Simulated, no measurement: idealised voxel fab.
This is a process module. Its name is voxel transistor to metal.
This is section cut - it's 140 nm across, gridded in 5 nm square cells.
Cross-section spec: square-cell grid; bands listed top down; each band is one or more rows.
Read a band's entry like this: the first values are the height of its top and the height of its bottom in nm, and what follows is the sequence of materials from left to right, each with its width in nm. Note that "empty" is empty space, and that a single material marked "full width" reaches across the band from edge to edge.
It should be noted that heights are counted from 0, beneath which the wafer as supplied is of one material throughout, and that the lowest band possesses no lower boundary but continues downward, as written in "0 and below".
Graded width ("30->40"): value in top row of band = first number; value in bottom row = second number; row-to-row change constant.
Key: "remained the same" - step with no changed cell in the cross-section.
In "Enclosed internal voids" the enclosed voids are listed, meaning empty spaces of 8 cells or larger without any opening to the top. The form is width x height at distance, distance from the left edge, units nm.
Heads up: the bit after the settings on a step's line is the simulator's remark on that step.
A step line may carry the setting "overlay nm", which, for steps involving a mask, states the distance by which the mask lay to the right of its intended position; negative values denote displacement to the left.

[plan]
- 1: RECEIVE: material Si
- 2: OXIDIZE: depth nm 5
- 3: CONFORMAL_DEP: material SiN, thk nm 15
- 4: PATTERN: tone cover, mask id ACTIVE, material resist, width nm 100, thk nm 15, overlay nm 0
- 5: DIRECTIONAL_ETCH: etch materials SiN, depth nm 15
- 6: DIRECTIONAL_ETCH: etch materials SiO2, depth nm 5
- 7: DIRECTIONAL_ETCH: etch materials Si, depth nm 30
- 8: STRIP: etch materials resist
- 9: OXIDIZE: depth nm 5
- 10: FILL_DEP: material SiO2, thk nm 10
- 11: CMP: height nm 15
- 12: SELECTIVE_ETCH: etch materials SiO2, depth nm 5
- 13: STRIP: etch materials SiN
- 14: SELECTIVE_ETCH: etch materials SiO2, depth nm 5
- 15: OXIDIZE: depth nm 5
- 16: DIRECTIONAL_DEP: material polySi, thk nm 20
- 17: DIRECTIONAL_DEP: material SiCN, thk nm 15
- 18: DIRECTIONAL_DEP: material aC, thk nm 15
- 19: PATTERN: tone cover, mask id GATE, material resist, width nm 20, thk nm 35, overlay nm 0
- 20: DIRECTIONAL_ETCH: etch materials aC, depth nm 15
- 21: STRIP: etch materials resist
- 22: DIRECTIONAL_ETCH: etch materials SiCN, depth nm 25
- 23: DIRECTIONAL_ETCH: etch materials polySi, depth nm 30
- 24: STRIP: etch materials aC
- 25: CONFORMAL_DEP: material SiN, thk nm 10
- 26: DIRECTIONAL_ETCH: etch materials SiN, depth nm 10
- 27: DIRECTIONAL_ETCH: etch materials SiO2, depth nm 5
- 28: DIRECTIONAL_ETCH: etch materials Si, depth nm 15
- 29: EPI: material nSi, thk nm 15
- 30: FILL_DEP: material SiO2, thk nm 10
- 31: CMP: height nm 30
- 32: DIRECTIONAL_DEP: material SiO2, thk nm 10
- 33: DIRECTIONAL_DEP: material aC, thk nm 15
- 34: PATTERN: tone open, mask id CONTACT, material resist, width nm 25, pitch nm 55, thk nm 35, overlay nm 0
- 35: DIRECTIONAL_ETCH: etch materials aC, depth nm 15
- 36: STRIP: etch materials resist
- 37: DIRECTIONAL_ETCH: etch materials SiO2, depth nm 50
- 38: STRIP: etch materials aC
- 39: CONFORMAL_DEP: material TiN, thk nm 5
- 40: FILL_DEP: material W, thk nm 10
- 41: CMP: height nm 40
- 42: CONFORMAL_DEP: material SiN, thk nm 5
- 43: DIRECTIONAL_DEP: material SiO2, thk nm 25
- 44: MASKED_ETCH: tone open, mask id METAL_1, width nm 15, pitch nm 65, etch materials SiO2, depth nm 25, overlay nm 0
- 45: MASKED_ETCH: tone open, mask id METAL_1, width nm 15, pitch nm 65, etch materials SiN, depth nm 5, overlay nm 0
- 46: CONFORMAL_DEP: material TiN, thk nm 5
- 47: FILL_DEP: material Ru, thk nm 10
- 48: CMP: height nm 70
- 49: CONFORMAL_DEP: material SiCN, thk nm 5
- 50: DIRECTIONAL_DEP: material lowk, thk nm 25
- 51: PATTERN: tone open, mask id METAL_2, material resist, width nm 15, pitch nm 65, thk nm 15, overlay nm 0
- 52: DIRECTIONAL_ETCH: etch materials lowk, depth nm 15
- 53: STRIP: etch materials resist
- 54: PATTERN: tone open, mask id METAL_2_HOLES, material resist, width nm 15, pitch nm 65, thk nm 20, overlay nm 0
- 55: DIRECTIONAL_ETCH: etch materials lowk, depth nm 10
- 56: DIRECTIONAL_ETCH: etch materials SiCN, depth nm 5
- 57: STRIP: etch materials resist
- 58: CONFORMAL_DEP: material TiN, thk nm 5
- 59: FILL_DEP: material Cu, thk nm 10
- 60: CMP: height nm 100
- 61: CONFORMAL_DEP: material SiN, thk nm 5

[Cross-section of the wafer upon arrival, representing the state reached after step 1]
  0 and below  Si full width
  Enclosed internal voids: none

[Sectioned view, first of two wafers, at the close of the module, processed as intended in the plan]
  105 down to 100  SiN full width
  100 down to 75  30 lowk / 5 TiN / 5 Cu / 5 TiN / 50 lowk / 5 TiN / 5 Cu / 5 TiN / 30 lowk
  75 down to 70  30 SiCN / 15 TiN / 50 SiCN / 15 TiN / 30 SiCN
  70 down to 45  30 SiO2 / 5 TiN / 5 Ru / 5 TiN / 50 SiO2 / 5 TiN / 5 Ru / 5 TiN / 30 SiO2
  45 down to 40  30 SiN / 15 TiN / 50 SiN / 15 TiN / 30 SiN
  40 down to 30  30 SiO2 / 5 TiN / 15->10 W / 5->10 TiN / 30 SiO2 / 5->10 TiN / 15->10 W / 5 TiN / 30 SiO2
  30 down to 15  30 SiO2 / 5 TiN / 10 W / 5 TiN / 10 SiN / 20 SiCN / 10 SiN / 5 TiN / 10 W / 5 TiN / 30 SiO2
  15 down to 10  30 SiO2 / 5 TiN / 10 W / 5 TiN / 10 SiN / 20 polySi / 10 SiN / 5 TiN / 10 W / 5 TiN / 30 SiO2
  10 down to 5  30 SiO2 / 20 TiN / 10 SiN / 20 polySi / 10 SiN / 20 TiN / 30 SiO2
  5 down to -5  15 SiO2 / 10 SiN / 5 SiO2 / 5 TiN / 15 nSi / 10 SiN / 20 polySi / 10 SiN / 15 nSi / 5 TiN / 5 SiO2 / 10 SiN / 15 SiO2
  -5 down to -10  30 SiO2 / 5 TiN / 15 nSi / 40 SiO2 / 15 nSi / 5 TiN / 30 SiO2
  -10 down to -25  25 SiO2 / 25 nSi / 40 Si / 25 nSi / 25 SiO2
  -25 down to -40  25 SiO2 / 90 Si / 25 SiO2
  -40 and below  Si full width
  Enclosed internal voids: none

[Wafer two, sectioned after the module: the first wafer's start, the first wafer's plan, and one mistake in how it was run]
  105 down to 100  SiN full width
  100 down to 75  30 lowk / 5 TiN / 5 Cu / 5 TiN / 50 lowk / 5 TiN / 5 Cu / 5 TiN / 30 lowk
  75 down to 70  30 SiCN / 15 TiN / 50 SiCN / 15 TiN / 30 SiCN
  70 down to 50  30 SiO2 / 5 TiN / 10 Ru / 5 TiN / 45 SiO2 / 5 TiN / 10 Ru / 5 TiN / 25 SiO2
  50 down to 45  30 SiO2 / 5 TiN / 5 Ru / 10 TiN / 45 SiO2 / 5 TiN / 5 Ru / 10 TiN / 25 SiO2
  45 down to 40  30 SiN / 15 TiN / 50 SiN / 15 TiN / 30 SiN
  40 down to 30  30 SiO2 / 5 TiN / 15->10 W / 5->10 TiN / 30 SiO2 / 5->10 TiN / 15->10 W / 5 TiN / 30 SiO2
  30 down to 15  30 SiO2 / 5 TiN / 10 W / 5 TiN / 10 SiN / 20 SiCN / 10 SiN / 5 TiN / 10 W / 5 TiN / 30 SiO2
  15 down to 10  30 SiO2 / 5 TiN / 10 W / 5 TiN / 10 SiN / 20 polySi / 10 SiN / 5 TiN / 10 W / 5 TiN / 30 SiO2
  10 down to 5  30 SiO2 / 20 TiN / 10 SiN / 20 polySi / 10 SiN / 20 TiN / 30 SiO2
  5 down to -5  15 SiO2 / 10 SiN / 5 SiO2 / 5 TiN / 15 nSi / 10 SiN / 20 polySi / 10 SiN / 15 nSi / 5 TiN / 5 SiO2 / 10 SiN / 15 SiO2
  -5 down to -10  30 SiO2 / 5 TiN / 15 nSi / 40 SiO2 / 15 nSi / 5 TiN / 30 SiO2
  -10 down to -25  25 SiO2 / 25 nSi / 40 Si / 25 nSi / 25 SiO2
  -25 down to -40  25 SiO2 / 90 Si / 25 SiO2
  -40 and below  Si full width
  Enclosed internal voids: none
The mistake made against the process plan was this: step 44, actual vs plan mismatch, actual run MASKED_ETCH: tone open, mask id METAL_1, width nm 20, pitch nm 65, etch materials SiO2, depth nm 25, overlay nm 0
End of process, cell counts, second wafer against first, materials with more or fewer: +8 Ru, -10 SiO2, +2 TiN
